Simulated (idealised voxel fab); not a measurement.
process module | voxel transistor to metal
cross-section cut | 295 nm wide | cells 5 nm
A cross-section is a grid of square cells, given in bands from the top down. A band is one or more rows of cells.
Each band's line starts with the height of the band's top and of its bottom, in nm. Then come its materials from left to right, each with its width in nm. One material with "throughout" fills the band from edge to edge. "air" is empty space.
Height 0 is the level under which the wafer as received is all one material. The lowest band goes on downwards, as in "0 down".
A width such as "30 to 40" changes by the same amount from each row of cells to the next, from the band's top row to its bottom row.
"no change" after a step means that no cell of the cross-section changed.
closed voids: empty space of 8 cells or more with no open way to the top, each as width x height at its distance from the left edge, in nm
after a step's settings: what the simulator itself notes on the step
overlay nm, on a step with a mask: how far to the right of its planned place the mask lay; to the left if negative
plan
1 op RECEIVE | material Si
2 op CONFORMAL_DEP | material SiO2 | thk nm 5
3 op CONFORMAL_DEP | material SiN | thk nm 10
4 op MASKED_ETCH | tone cover | mask id ACTIVE | width nm 115 | pitch nm 135 | etch materials SiN | depth nm 10 | overlay nm 0
5 op MASKED_ETCH | tone cover | mask id ACTIVE | width nm 115 | pitch nm 135 | etch materials SiO2 | depth nm 5 | overlay nm 0
6 op MASKED_ETCH | tone cover | mask id ACTIVE | width nm 115 | pitch nm 135 | etch materials Si | depth nm 20 | overlay nm 0
7 op FILL_DEP | material SiO2 | thk nm 15
8 op CMP | height nm 15
9 op SELECTIVE_ETCH | etch materials SiO2 | depth nm 10
10 op STRIP | etch materials SiN
11 op SELECTIVE_ETCH | etch materials SiO2 | depth nm 5
12 op OXIDIZE | depth nm 5
13 op DIRECTIONAL_DEP | material polySi | thk nm 30
14 op DIRECTIONAL_DEP | material SiCN | thk nm 15
15 op DIRECTIONAL_DEP | material aC | thk nm 15
16 op PATTERN | tone cover | mask id GATE | material resist | width nm 25 | pitch nm 135 | thk nm 35 | overlay nm 0
17 op DIRECTIONAL_ETCH | etch materials aC | depth nm 15
18 op STRIP | etch materials resist
19 op DIRECTIONAL_ETCH | etch materials SiCN | depth nm 25
20 op DIRECTIONAL_ETCH | etch materials polySi | depth nm 40
21 op STRIP | etch materials aC
22 op CONFORMAL_DEP | material SiO2 | thk nm 5
23 op DIRECTIONAL_ETCH | etch materials SiO2 | depth nm 5
24 op CONFORMAL_DEP | material SiN | thk nm 10
25 op DIRECTIONAL_ETCH | etch materials SiN | depth nm 10
26 op DIRECTIONAL_ETCH | etch materials SiO2 | depth nm 5
27 op DIRECTIONAL_ETCH | etch materials Si | depth nm 10
28 op EPI | material SiGe | thk nm 10
29 op FILL_DEP | material SiO2 | thk nm 5
30 op CMP | height nm 30
31 op STRIP | etch materials polySi
32 op SELECTIVE_ETCH | etch materials SiO2 | depth nm 5
33 op CONFORMAL_DEP | material HfO2 | thk nm 5
34 op CONFORMAL_DEP | material TiN | thk nm 5
35 op FILL_DEP | material W | thk nm 10
36 op CMP | height nm 25
37 op DIRECTIONAL_DEP | material SiO2 | thk nm 10
38 op MASKED_ETCH | tone open | mask id CONTACT | width nm 20 | etch materials SiO2 | depth nm 40 | overlay nm 0
39 op CONFORMAL_DEP | material TiN | thk nm 5
40 op FILL_DEP | material W | thk nm 5
41 op CMP | height nm 35
42 op CONFORMAL_DEP | material SiN | thk nm 5
43 op DIRECTIONAL_DEP | material lowk | thk nm 15
44 op MASKED_ETCH | tone open | mask id METAL_1 | width nm 20 | etch materials lowk | depth nm 15 | overlay nm 0
45 op MASKED_ETCH | tone open | mask id METAL_1 | width nm 20 | etch materials SiN | depth nm 5 | overlay nm 0
46 op CONFORMAL_DEP | material TiN | thk nm 5
47 op FILL_DEP | material Cu | thk nm 10
48 op CMP | height nm 55
49 op CONFORMAL_DEP | material SiCN | thk nm 5
50 op DIRECTIONAL_DEP | material lowk | thk nm 30
51 op DIRECTIONAL_DEP | material aC | thk nm 10
52 op PATTERN | tone open | mask id METAL_2_HOLES | material resist | width nm 15 | pitch nm 135 | thk nm 30 | overlay nm 0
53 op DIRECTIONAL_ETCH | etch materials aC | depth nm 10
54 op STRIP | etch materials resist
55 op DIRECTIONAL_ETCH | etch materials lowk | depth nm 30
56 op STRIP | etch materials aC
57 op PATTERN | tone open | mask id METAL_2 | material resist | width nm 20 | pitch nm 135 | thk nm 15 | overlay nm 0
58 op DIRECTIONAL_ETCH | etch materials lowk | depth nm 15
59 op DIRECTIONAL_ETCH | etch materials SiCN | depth nm 5
60 op STRIP | etch materials resist
61 op CONFORMAL_DEP | material TiN | thk nm 5
62 op FILL_DEP | material Ru | thk nm 10
63 op CMP | height nm 90
64 op CONFORMAL_DEP | material SiCN | thk nm 5
first wafer, as planned
as received, after step 1
  0 down: Si throughout
  closed voids: none
after step 2
  5 to 0: SiO2 throughout
  below 0: unchanged
after step 3
  15 to 5: SiN throughout
  below 5: unchanged
after step 4
  15 to 5: air 20 | SiN 115 | air 20 | SiN 115 | air 25
  below 5: unchanged
after step 5
  15 to 5: air 20 | SiN 115 | air 20 | SiN 115 | air 25
  5 to 0: air 20 | SiO2 115 | air 20 | SiO2 115 | air 25
  below 0: unchanged
after step 6
  15 to 5: air 20 | SiN 115 | air 20 | SiN 115 | air 25
  5 to 0: air 20 | SiO2 115 | air 20 | SiO2 115 | air 25
  0 to -20: air 20 | Si 115 | air 20 | Si 115 | air 25
  below -20: unchanged
after step 7
  30 to 15: SiO2 throughout
  15 to 5: SiO2 20 | SiN 115 | SiO2 20 | SiN 115 | SiO2 25
  5 to 0: SiO2 throughout
  0 to -20: SiO2 20 | Si 115 | SiO2 20 | Si 115 | SiO2 25
  below -20: unchanged
after step 8
  15 to 5: SiO2 20 | SiN 115 | SiO2 20 | SiN 115 | SiO2 25
  below 5: unchanged
after step 9
  15 to 5: air 20 | SiN 115 | air 20 | SiN 115 | air 25
  below 5: unchanged
after step 10
  5 to 0: SiO2 throughout
  below 0: unchanged
after step 11
  0 to -20: SiO2 20 | Si 115 | SiO2 20 | Si 115 | SiO2 25
  below -20: unchanged
after step 12
  0 to -5: SiO2 throughout
  below -5: unchanged
after step 13
  30 to 0: polySi throughout
  below 0: unchanged
after step 14
  45 to 30: SiCN throughout
  below 30: unchanged
after step 15
  60 to 45: aC throughout
  below 45: unchanged
after step 16
  95 to 60: air 65 | resist 25 | air 110 | resist 25 | air 70
  below 60: unchanged
after step 17
  80 to 60: air 65 | resist 25 | air 110 | resist 25 | air 70
  60 to 45: air 65 | aC 25 | air 110 | aC 25 | air 70
  below 45: unchanged
after step 18
  60 to 45: air 65 | aC 25 | air 110 | aC 25 | air 70
  below 45: unchanged
after step 19
  60 to 45: air 65 | aC 25 | air 110 | aC 25 | air 70
  45 to 30: air 65 | SiCN 25 | air 110 | SiCN 25 | air 70
  below 30: unchanged
after step 20
  60 to 45: air 65 | aC 25 | air 110 | aC 25 | air 70
  45 to 30: air 65 | SiCN 25 | air 110 | SiCN 25 | air 70
  30 to 0: air 65 | polySi 25 | air 110 | polySi 25 | air 70
  below 0: unchanged
after step 21
  45 to 30: air 65 | SiCN 25 | air 110 | SiCN 25 | air 70
  below 30: unchanged
after step 22
  50 to 45: air 60 | SiO2 35 | air 100 | SiO2 35 | air 65
  45 to 30: air 60 | SiO2 5 | SiCN 25 | SiO2 5 | air 100 | SiO2 5 | SiCN 25 | SiO2 5 | air 65
  30 to 5: air 60 | SiO2 5 | polySi 25 | SiO2 5 | air 100 | SiO2 5 | polySi 25 | SiO2 5 | air 65
  5 to 0: SiO2 65 | polySi 25 | SiO2 110 | polySi 25 | SiO2 70
  below 0: unchanged
after step 23
  45 to 30: air 60 | SiO2 5 | SiCN 25 | SiO2 5 | air 100 | SiO2 5 | SiCN 25 | SiO2 5 | air 65
  30 to 0: air 60 | SiO2 5 | polySi 25 | SiO2 5 | air 100 | SiO2 5 | polySi 25 | SiO2 5 | air 65
  below 0: unchanged
after step 24
  55 to 45: air 50 | SiN 55 | air 80 | SiN 55 | air 55
  45 to 30: air 50 | SiN 10 | SiO2 5 | SiCN 25 | SiO2 5 | SiN 10 | air 80 | SiN 10 | SiO2 5 | SiCN 25 | SiO2 5 | SiN 10 | air 55
  30 to 10: air 50 | SiN 10 | SiO2 5 | polySi 25 | SiO2 5 | SiN 10 | air 80 | SiN 10 | SiO2 5 | polySi 25 | SiO2 5 | SiN 10 | air 55
  10 to 0: SiN 60 | SiO2 5 | polySi 25 | SiO2 5 | SiN 100 | SiO2 5 | polySi 25 | SiO2 5 | SiN 65
  below 0: unchanged
after step 25
  45 to 30: air 50 | SiN 10 | SiO2 5 | SiCN 25 | SiO2 5 | SiN 10 | air 80 | SiN 10 | SiO2 5 | SiCN 25 | SiO2 5 | SiN 10 | air 55
  30 to 0: air 50 | SiN 10 | SiO2 5 | polySi 25 | SiO2 5 | SiN 10 | air 80 | SiN 10 | SiO2 5 | polySi 25 | SiO2 5 | SiN 10 | air 55
  below 0: unchanged
after step 26
  45 to 40: air 50 | SiN 10 | air 5 | SiCN 25 | air 5 | SiN 10 | air 80 | SiN 10 | air 5 | SiCN 25 | air 5 | SiN 10 | air 55
  40 to 30: air 50 | SiN 10 | SiO2 5 | SiCN 25 | SiO2 5 | SiN 10 | air 80 | SiN 10 | SiO2 5 | SiCN 25 | SiO2 5 | SiN 10 | air 55
  30 to 0: air 50 | SiN 10 | SiO2 5 | polySi 25 | SiO2 5 | SiN 10 | air 80 | SiN 10 | SiO2 5 | polySi 25 | SiO2 5 | SiN 10 | air 55
  0 to -5: air 50 | SiO2 55 | air 80 | SiO2 55 | air 55
  below -5: unchanged
after step 27
  45 to 40: air 50 | SiN 10 | air 5 | SiCN 25 | air 5 | SiN 10 | air 80 | SiN 10 | air 5 | SiCN 25 | air 5 | SiN 10 | air 55
  40 to 30: air 50 | SiN 10 | SiO2 5 | SiCN 25 | SiO2 5 | SiN 10 | air 80 | SiN 10 | SiO2 5 | SiCN 25 | SiO2 5 | SiN 10 | air 55
  30 to 0: air 50 | SiN 10 | SiO2 5 | polySi 25 | SiO2 5 | SiN 10 | air 80 | SiN 10 | SiO2 5 | polySi 25 | SiO2 5 | SiN 10 | air 55
  0 to -5: air 50 | SiO2 55 | air 80 | SiO2 55 | air 55
  -5 to -15: SiO2 20 | air 30 | Si 55 | air 30 | SiO2 20 | air 30 | Si 55 | air 30 | SiO2 25
  below -15: unchanged
after step 28
  45 to 40: air 50 | SiN 10 | air 5 | SiCN 25 | air 5 | SiN 10 | air 80 | SiN 10 | air 5 | SiCN 25 | air 5 | SiN 10 | air 55
  40 to 30: air 50 | SiN 10 | SiO2 5 | SiCN 25 | SiO2 5 | SiN 10 | air 80 | SiN 10 | SiO2 5 | SiCN 25 | SiO2 5 | SiN 10 | air 55
  30 to 5: air 50 | SiN 10 | SiO2 5 | polySi 25 | SiO2 5 | SiN 10 | air 80 | SiN 10 | SiO2 5 | polySi 25 | SiO2 5 | SiN 10 | air 55
  5 to 0: air 40 | SiGe 10 | SiN 10 | SiO2 5 | polySi 25 | SiO2 5 | SiN 10 | SiGe 10 | air 60 | SiGe 10 | SiN 10 | SiO2 5 | polySi 25 | SiO2 5 | SiN 10 | SiGe 10 | air 45
  0 to -5: air 40 | SiGe 10 | SiO2 55 | SiGe 10 | air 60 | SiGe 10 | SiO2 55 | SiGe 10 | air 45
  -5 to -15: SiO2 20 | SiGe 30 | Si 55 | SiGe 30 | SiO2 20 | SiGe 30 | Si 55 | SiGe 30 | SiO2 25
  below -15: unchanged
after step 29
  50 to 45: SiO2 throughout
  45 to 30: SiO2 50 | SiN 10 | SiO2 5 | SiCN 25 | SiO2 5 | SiN 10 | SiO2 80 | SiN 10 | SiO2 5 | SiCN 25 | SiO2 5 | SiN 10 | SiO2 55
  30 to 5: SiO2 50 | SiN 10 | SiO2 5 | polySi 25 | SiO2 5 | SiN 10 | SiO2 80 | SiN 10 | SiO2 5 | polySi 25 | SiO2 5 | SiN 10 | SiO2 55
  5 to 0: SiO2 40 | SiGe 10 | SiN 10 | SiO2 5 | polySi 25 | SiO2 5 | SiN 10 | SiGe 10 | SiO2 60 | SiGe 10 | SiN 10 | SiO2 5 | polySi 25 | SiO2 5 | SiN 10 | SiGe 10 | SiO2 45
  0 to -5: SiO2 40 | SiGe 10 | SiO2 55 | SiGe 10 | SiO2 60 | SiGe 10 | SiO2 55 | SiGe 10 | SiO2 45
  below -5: unchanged
after step 30
  30 to 5: SiO2 50 | SiN 10 | SiO2 5 | polySi 25 | SiO2 5 | SiN 10 | SiO2 80 | SiN 10 | SiO2 5 | polySi 25 | SiO2 5 | SiN 10 | SiO2 55
  below 5: unchanged
after step 31
  30 to 5: SiO2 50 | SiN 10 | SiO2 5 | air 25 | SiO2 5 | SiN 10 | SiO2 80 | SiN 10 | SiO2 5 | air 25 | SiO2 5 | SiN 10 | SiO2 55
  5 to 0: SiO2 40 | SiGe 10 | SiN 10 | SiO2 5 | air 25 | SiO2 5 | SiN 10 | SiGe 10 | SiO2 60 | SiGe 10 | SiN 10 | SiO2 5 | air 25 | SiO2 5 | SiN 10 | SiGe 10 | SiO2 45
  below 0: unchanged
after step 32
  30 to 25: air 50 | SiN 10 | air 35 | SiN 10 | air 80 | SiN 10 | air 35 | SiN 10 | air 55
  25 to 5: SiO2 50 | SiN 10 | air 35 | SiN 10 | SiO2 80 | SiN 10 | air 35 | SiN 10 | SiO2 55
  5 to 0: SiO2 40 | SiGe 10 | SiN 10 | air 35 | SiN 10 | SiGe 10 | SiO2 60 | SiGe 10 | SiN 10 | air 35 | SiN 10 | SiGe 10 | SiO2 45
  0 to -5: SiO2 40 | SiGe 10 | SiO2 10 | air 35 | SiO2 10 | SiGe 10 | SiO2 60 | SiGe 10 | SiO2 10 | air 35 | SiO2 10 | SiGe 10 | SiO2 45
  below -5: unchanged
after step 33
  35 to 30: air 45 | HfO2 20 | air 25 | HfO2 20 | air 70 | HfO2 20 | air 25 | HfO2 20 | air 50
  30 to 25: HfO2 50 | SiN 10 | HfO2 5 | air 25 | HfO2 5 | SiN 10 | HfO2 80 | SiN 10 | HfO2 5 | air 25 | HfO2 5 | SiN 10 | HfO2 55
  25 to 5: SiO2 50 | SiN 10 | HfO2 5 | air 25 | HfO2 5 | SiN 10 | SiO2 80 | SiN 10 | HfO2 5 | air 25 | HfO2 5 | SiN 10 | SiO2 55
  5 to 0: SiO2 40 | SiGe 10 | SiN 10 | HfO2 5 | air 25 | HfO2 5 | SiN 10 | SiGe 10 | SiO2 60 | SiGe 10 | SiN 10 | HfO2 5 | air 25 | HfO2 5 | SiN 10 | SiGe 10 | SiO2 45
  0 to -5: SiO2 40 | SiGe 10 | SiO2 10 | HfO2 35 | SiO2 10 | SiGe 10 | SiO2 60 | SiGe 10 | SiO2 10 | HfO2 35 | SiO2 10 | SiGe 10 | SiO2 45
  below -5: unchanged
after step 34
  40 to 35: air 40 | TiN 30 | air 15 | TiN 30 | air 60 | TiN 30 | air 15 | TiN 30 | air 45
  35 to 30: TiN 45 | HfO2 20 | TiN 5 | air 15 | TiN 5 | HfO2 20 | TiN 70 | HfO2 20 | TiN 5 | air 15 | TiN 5 | HfO2 20 | TiN 50
  30 to 25: HfO2 50 | SiN 10 | HfO2 5 | TiN 5 | air 15 | TiN 5 | HfO2 5 | SiN 10 | HfO2 80 | SiN 10 | HfO2 5 | TiN 5 | air 15 | TiN 5 | HfO2 5 | SiN 10 | HfO2 55
  25 to 5: SiO2 50 | SiN 10 | HfO2 5 | TiN 5 | air 15 | TiN 5 | HfO2 5 | SiN 10 | SiO2 80 | SiN 10 | HfO2 5 | TiN 5 | air 15 | TiN 5 | HfO2 5 | SiN 10 | SiO2 55
  5 to 0: SiO2 40 | SiGe 10 | SiN 10 | HfO2 5 | TiN 25 | HfO2 5 | SiN 10 | SiGe 10 | SiO2 60 | SiGe 10 | SiN 10 | HfO2 5 | TiN 25 | HfO2 5 | SiN 10 | SiGe 10 | SiO2 45
  below 0: unchanged
after step 35
  50 to 40: W throughout
  40 to 35: W 40 | TiN 30 | W 15 | TiN 30 | W 60 | TiN 30 | W 15 | TiN 30 | W 45
  35 to 30: TiN 45 | HfO2 20 | TiN 5 | W 15 | TiN 5 | HfO2 20 | TiN 70 | HfO2 20 | TiN 5 | W 15 | TiN 5 | HfO2 20 | TiN 50
  30 to 25: HfO2 50 | SiN 10 | HfO2 5 | TiN 5 | W 15 | TiN 5 | HfO2 5 | SiN 10 | HfO2 80 | SiN 10 | HfO2 5 | TiN 5 | W 15 | TiN 5 | HfO2 5 | SiN 10 | HfO2 55
  25 to 5: SiO2 50 | SiN 10 | HfO2 5 | TiN 5 | W 15 | TiN 5 | HfO2 5 | SiN 10 | SiO2 80 | SiN 10 | HfO2 5 | TiN 5 | W 15 | TiN 5 | HfO2 5 | SiN 10 | SiO2 55
  below 5: unchanged
after step 36
  25 to 5: SiO2 50 | SiN 10 | HfO2 5 | TiN 5 | W 15 | TiN 5 | HfO2 5 | SiN 10 | SiO2 80 | SiN 10 | HfO2 5 | TiN 5 | W 15 | TiN 5 | HfO2 5 | SiN 10 | SiO2 55
  below 5: unchanged
after step 37
  35 to 25: SiO2 throughout
  below 25: unchanged
after step 38
  35 to 25: SiO2 25 | air 20 | SiO2 65 | air 20 | SiO2 30 | air 20 | SiO2 65 | air 20 | SiO2 30
  25 to 5: SiO2 25 | air 20 | SiO2 5 | SiN 10 | HfO2 5 | TiN 5 | W 15 | TiN 5 | HfO2 5 | SiN 10 | SiO2 5 | air 20 | SiO2 30 | air 20 | SiO2 5 | SiN 10 | HfO2 5 | TiN 5 | W 15 | TiN 5 | HfO2 5 | SiN 10 | SiO2 5 | air 20 | SiO2 30
  5 to 0: SiO2 25 | air 15 | SiGe 10 | SiN 10 | HfO2 5 | TiN 25 | HfO2 5 | SiN 10 | SiGe 10 | air 15 | SiO2 30 | air 15 | SiGe 10 | SiN 10 | HfO2 5 | TiN 25 | HfO2 5 | SiN 10 | SiGe 10 | air 15 | SiO2 30
  0 to -5: SiO2 25 | air 15 | SiGe 10 | SiO2 10 | HfO2 35 | SiO2 10 | SiGe 10 | air 15 | SiO2 30 | air 15 | SiGe 10 | SiO2 10 | HfO2 35 | SiO2 10 | SiGe 10 | air 15 | SiO2 30
  below -5: unchanged
after step 39
  40 to 35: TiN 30 | air 10 | TiN 75 | air 10 | TiN 40 | air 10 | TiN 75 | air 10 | TiN 35
  35 to 25: SiO2 25 | TiN 5 | air 10 | TiN 5 | SiO2 65 | TiN 5 | air 10 | TiN 5 | SiO2 30 | TiN 5 | air 10 | TiN 5 | SiO2 65 | TiN 5 | air 10 | TiN 5 | SiO2 30
  25 to 10: SiO2 25 | TiN 5 | air 10 | TiN 5 | SiO2 5 | SiN 10 | HfO2 5 | TiN 5 | W 15 | TiN 5 | HfO2 5 | SiN 10 | SiO2 5 | TiN 5 | air 10 | TiN 5 | SiO2 30 | TiN 5 | air 10 | TiN 5 | SiO2 5 | SiN 10 | HfO2 5 | TiN 5 | W 15 | TiN 5 | HfO2 5 | SiN 10 | SiO2 5 | TiN 5 | air 10 | TiN 5 | SiO2 30
  10 to 5: SiO2 25 | TiN 5 | air 5 | TiN 10 | SiO2 5 | SiN 10 | HfO2 5 | TiN 5 | W 15 | TiN 5 | HfO2 5 | SiN 10 | SiO2 5 | TiN 10 | air 5 | TiN 5 | SiO2 30 | TiN 5 | air 5 | TiN 10 | SiO2 5 | SiN 10 | HfO2 5 | TiN 5 | W 15 | TiN 5 | HfO2 5 | SiN 10 | SiO2 5 | TiN 10 | air 5 | TiN 5 | SiO2 30
  5 to 0: SiO2 25 | TiN 5 | air 5 | TiN 5 | SiGe 10 | SiN 10 | HfO2 5 | TiN 25 | HfO2 5 | SiN 10 | SiGe 10 | TiN 5 | air 5 | TiN 5 | SiO2 30 | TiN 5 | air 5 | TiN 5 | SiGe 10 | SiN 10 | HfO2 5 | TiN 25 | HfO2 5 | SiN 10 | SiGe 10 | TiN 5 | air 5 | TiN 5 | SiO2 30
  0 to -5: SiO2 25 | TiN 15 | SiGe 10 | SiO2 10 | HfO2 35 | SiO2 10 | SiGe 10 | TiN 15 | SiO2 30 | TiN 15 | SiGe 10 | SiO2 10 | HfO2 35 | SiO2 10 | SiGe 10 | TiN 15 | SiO2 30
  below -5: unchanged
after step 40
  45 to 40: W throughout
  40 to 35: TiN 30 | W 10 | TiN 75 | W 10 | TiN 40 | W 10 | TiN 75 | W 10 | TiN 35
  35 to 25: SiO2 25 | TiN 5 | W 10 | TiN 5 | SiO2 65 | TiN 5 | W 10 | TiN 5 | SiO2 30 | TiN 5 | W 10 | TiN 5 | SiO2 65 | TiN 5 | W 10 | TiN 5 | SiO2 30
  25 to 10: SiO2 25 | TiN 5 | W 10 | TiN 5 | SiO2 5 | SiN 10 | HfO2 5 | TiN 5 | W 15 | TiN 5 | HfO2 5 | SiN 10 | SiO2 5 | TiN 5 | W 10 | TiN 5 | SiO2 30 | TiN 5 | W 10 | TiN 5 | SiO2 5 | SiN 10 | HfO2 5 | TiN 5 | W 15 | TiN 5 | HfO2 5 | SiN 10 | SiO2 5 | TiN 5 | W 10 | TiN 5 | SiO2 30
  10 to 5: SiO2 25 | TiN 5 | W 5 | TiN 10 | SiO2 5 | SiN 10 | HfO2 5 | TiN 5 | W 15 | TiN 5 | HfO2 5 | SiN 10 | SiO2 5 | TiN 10 | W 5 | TiN 5 | SiO2 30 | TiN 5 | W 5 | TiN 10 | SiO2 5 | SiN 10 | HfO2 5 | TiN 5 | W 15 | TiN 5 | HfO2 5 | SiN 10 | SiO2 5 | TiN 10 | W 5 | TiN 5 | SiO2 30
  5 to 0: SiO2 25 | TiN 5 | W 5 | TiN 5 | SiGe 10 | SiN 10 | HfO2 5 | TiN 25 | HfO2 5 | SiN 10 | SiGe 10 | TiN 5 | W 5 | TiN 5 | SiO2 30 | TiN 5 | W 5 | TiN 5 | SiGe 10 | SiN 10 | HfO2 5 | TiN 25 | HfO2 5 | SiN 10 | SiGe 10 | TiN 5 | W 5 | TiN 5 | SiO2 30
  below 0: unchanged
after step 41
  35 to 25: SiO2 25 | TiN 5 | W 10 | TiN 5 | SiO2 65 | TiN 5 | W 10 | TiN 5 | SiO2 30 | TiN 5 | W 10 | TiN 5 | SiO2 65 | TiN 5 | W 10 | TiN 5 | SiO2 30
  below 25: unchanged
after step 42
  40 to 35: SiN throughout
  below 35: unchanged
after step 43
  55 to 40: lowk throughout
  below 40: unchanged
after step 44
  55 to 40: lowk 25 | air 20 | lowk 65 | air 20 | lowk 30 | air 20 | lowk 65 | air 20 | lowk 30
  below 40: unchanged
after step 45
  55 to 40: lowk 25 | air 20 | lowk 65 | air 20 | lowk 30 | air 20 | lowk 65 | air 20 | lowk 30
  40 to 35: SiN 25 | air 20 | SiN 65 | air 20 | SiN 30 | air 20 | SiN 65 | air 20 | SiN 30
  below 35: unchanged
after step 46
  60 to 55: TiN 30 | air 10 | TiN 75 | air 10 | TiN 40 | air 10 | TiN 75 | air 10 | TiN 35
  55 to 40: lowk 25 | TiN 5 | air 10 | TiN 5 | lowk 65 | TiN 5 | air 10 | TiN 5 | lowk 30 | TiN 5 | air 10 | TiN 5 | lowk 65 | TiN 5 | air 10 | TiN 5 | lowk 30
  40 to 35: SiN 25 | TiN 20 | SiN 65 | TiN 20 | SiN 30 | TiN 20 | SiN 65 | TiN 20 | SiN 30
  below 35: unchanged
after step 47
  70 to 60: Cu throughout
  60 to 55: TiN 30 | Cu 10 | TiN 75 | Cu 10 | TiN 40 | Cu 10 | TiN 75 | Cu 10 | TiN 35
  55 to 40: lowk 25 | TiN 5 | Cu 10 | TiN 5 | lowk 65 | TiN 5 | Cu 10 | TiN 5 | lowk 30 | TiN 5 | Cu 10 | TiN 5 | lowk 65 | TiN 5 | Cu 10 | TiN 5 | lowk 30
  below 40: unchanged
after step 48
  55 to 40: lowk 25 | TiN 5 | Cu 10 | TiN 5 | lowk 65 | TiN 5 | Cu 10 | TiN 5 | lowk 30 | TiN 5 | Cu 10 | TiN 5 | lowk 65 | TiN 5 | Cu 10 | TiN 5 | lowk 30
  below 40: unchanged
after step 49
  60 to 55: SiCN throughout
  below 55: unchanged
after step 50
  90 to 60: lowk throughout
  below 60: unchanged
after step 51
  100 to 90: aC throughout
  below 90: unchanged
after step 52
  130 to 100: resist 25 | air 15 | resist 120 | air 15 | resist 120
  below 100: unchanged
after step 53
  120 to 100: resist 25 | air 15 | resist 120 | air 15 | resist 120
  100 to 90: aC 25 | air 15 | aC 120 | air 15 | aC 120
  below 90: unchanged
after step 54
  100 to 90: aC 25 | air 15 | aC 120 | air 15 | aC 120
  below 90: unchanged
after step 55
  100 to 90: aC 25 | air 15 | aC 120 | air 15 | aC 120
  90 to 60: lowk 25 | air 15 | lowk 120 | air 15 | lowk 120
  below 60: unchanged
after step 56
  90 to 60: lowk 25 | air 15 | lowk 120 | air 15 | lowk 120
  below 60: unchanged
after step 57
  105 to 90: resist 25 | air 20 | resist 115 | air 20 | resist 115
  below 90: unchanged
after step 58
  105 to 90: resist 25 | air 20 | resist 115 | air 20 | resist 115
  90 to 75: lowk 25 | air 20 | lowk 115 | air 20 | lowk 115
  below 75: unchanged
after step 59
  105 to 90: resist 25 | air 20 | resist 115 | air 20 | resist 115
  90 to 75: lowk 25 | air 20 | lowk 115 | air 20 | lowk 115
  75 to 60: lowk 25 | air 15 | lowk 120 | air 15 | lowk 120
  60 to 55: SiCN 25 | air 15 | SiCN 120 | air 15 | SiCN 120
  below 55: unchanged
after step 60
  90 to 75: lowk 25 | air 20 | lowk 115 | air 20 | lowk 115
  below 75: unchanged
after step 61
  95 to 90: TiN 30 | air 10 | TiN 125 | air 10 | TiN 120
  90 to 80: lowk 25 | TiN 5 | air 10 | TiN 5 | lowk 115 | TiN 5 | air 10 | TiN 5 | lowk 115
  80 to 75: lowk 25 | TiN 5 | air 5 | TiN 10 | lowk 115 | TiN 5 | air 5 | TiN 10 | lowk 115
  75 to 60: lowk 25 | TiN 5 | air 5 | TiN 5 | lowk 120 | TiN 5 | air 5 | TiN 5 | lowk 120
  60 to 55: SiCN 25 | TiN 15 | SiCN 120 | TiN 15 | SiCN 120
  below 55: unchanged
after step 62
  105 to 95: Ru throughout
  95 to 90: TiN 30 | Ru 10 | TiN 125 | Ru 10 | TiN 120
  90 to 80: lowk 25 | TiN 5 | Ru 10 | TiN 5 | lowk 115 | TiN 5 | Ru 10 | TiN 5 | lowk 115
  80 to 75: lowk 25 | TiN 5 | Ru 5 | TiN 10 | lowk 115 | TiN 5 | Ru 5 | TiN 10 | lowk 115
  75 to 60: lowk 25 | TiN 5 | Ru 5 | TiN 5 | lowk 120 | TiN 5 | Ru 5 | TiN 5 | lowk 120
  below 60: unchanged
after step 63
  90 to 80: lowk 25 | TiN 5 | Ru 10 | TiN 5 | lowk 115 | TiN 5 | Ru 10 | TiN 5 | lowk 115
  below 80: unchanged
after step 64
  95 to 90: SiCN throughout
  below 90: unchanged
second wafer: like start, like plan, one mistake. Through step 56 it matches the first wafer
when step 57 should have ended
  105 to 90: resist 35 | air 20 | resist 115 | air 20 | resist 105
  90 to 60: lowk 25 | resist 10 | air 5 | lowk 120 | resist 10 | air 5 | lowk 120
  below 60: unchanged
when step 58 should have ended
  105 to 90: resist 35 | air 20 | resist 115 | air 20 | resist 105
  90 to 75: lowk 25 | resist 10 | air 20 | lowk 105 | resist 10 | air 20 | lowk 105
  below 75: unchanged
when step 59 should have ended
  105 to 90: resist 35 | air 20 | resist 115 | air 20 | resist 105
  90 to 75: lowk 25 | resist 10 | air 20 | lowk 105 | resist 10 | air 20 | lowk 105
  75 to 60: lowk 25 | resist 10 | air 5 | lowk 120 | resist 10 | air 5 | lowk 120
  60 to 55: SiCN 35 | air 5 | SiCN 130 | air 5 | SiCN 120
  below 55: unchanged
when step 60 should have ended
  90 to 75: lowk 25 | air 30 | lowk 105 | air 30 | lowk 105
  75 to 60: lowk 25 | air 15 | lowk 120 | air 15 | lowk 120
  below 60: unchanged
when step 61 should have ended
  95 to 90: TiN 30 | air 20 | TiN 115 | air 20 | TiN 110
  90 to 80: lowk 25 | TiN 5 | air 20 | TiN 5 | lowk 105 | TiN 5 | air 20 | TiN 5 | lowk 105
  80 to 75: lowk 25 | TiN 5 | air 5 | TiN 20 | lowk 105 | TiN 5 | air 5 | TiN 20 | lowk 105
  75 to 65: lowk 25 | TiN 5 | air 5 | TiN 5 | lowk 120 | TiN 5 | air 5 | TiN 5 | lowk 120
  65 to 60: lowk 25 | TiN 15 | lowk 120 | TiN 15 | lowk 120
  60 to 55: SiCN 35 | TiN 5 | SiCN 130 | TiN 5 | SiCN 120
  below 55: unchanged
when step 62 should have ended
  105 to 95: Ru throughout
  95 to 90: TiN 30 | Ru 20 | TiN 115 | Ru 20 | TiN 110
  90 to 80: lowk 25 | TiN 5 | Ru 20 | TiN 5 | lowk 105 | TiN 5 | Ru 20 | TiN 5 | lowk 105
  80 to 75: lowk 25 | TiN 5 | Ru 5 | TiN 20 | lowk 105 | TiN 5 | Ru 5 | TiN 20 | lowk 105
  75 to 65: lowk 25 | TiN 5 | Ru 5 | TiN 5 | lowk 120 | TiN 5 | Ru 5 | TiN 5 | lowk 120
  below 65: unchanged
when step 63 should have ended
  90 to 80: lowk 25 | TiN 5 | Ru 20 | TiN 5 | lowk 105 | TiN 5 | Ru 20 | TiN 5 | lowk 105
  below 80: unchanged
when step 64 should have ended
  95 to 90: SiCN throughout
  below 90: unchanged
what went wrong: step 57 ran as: op PATTERN | tone open | mask id METAL_2 | material resist | width nm 20 | pitch nm 135 | thk nm 15 | overlay nm 10
at the end the second wafer has, in cells: 6 more of Ru | 4 more of SiCN | 2 more of TiN | 12 fewer of lowk
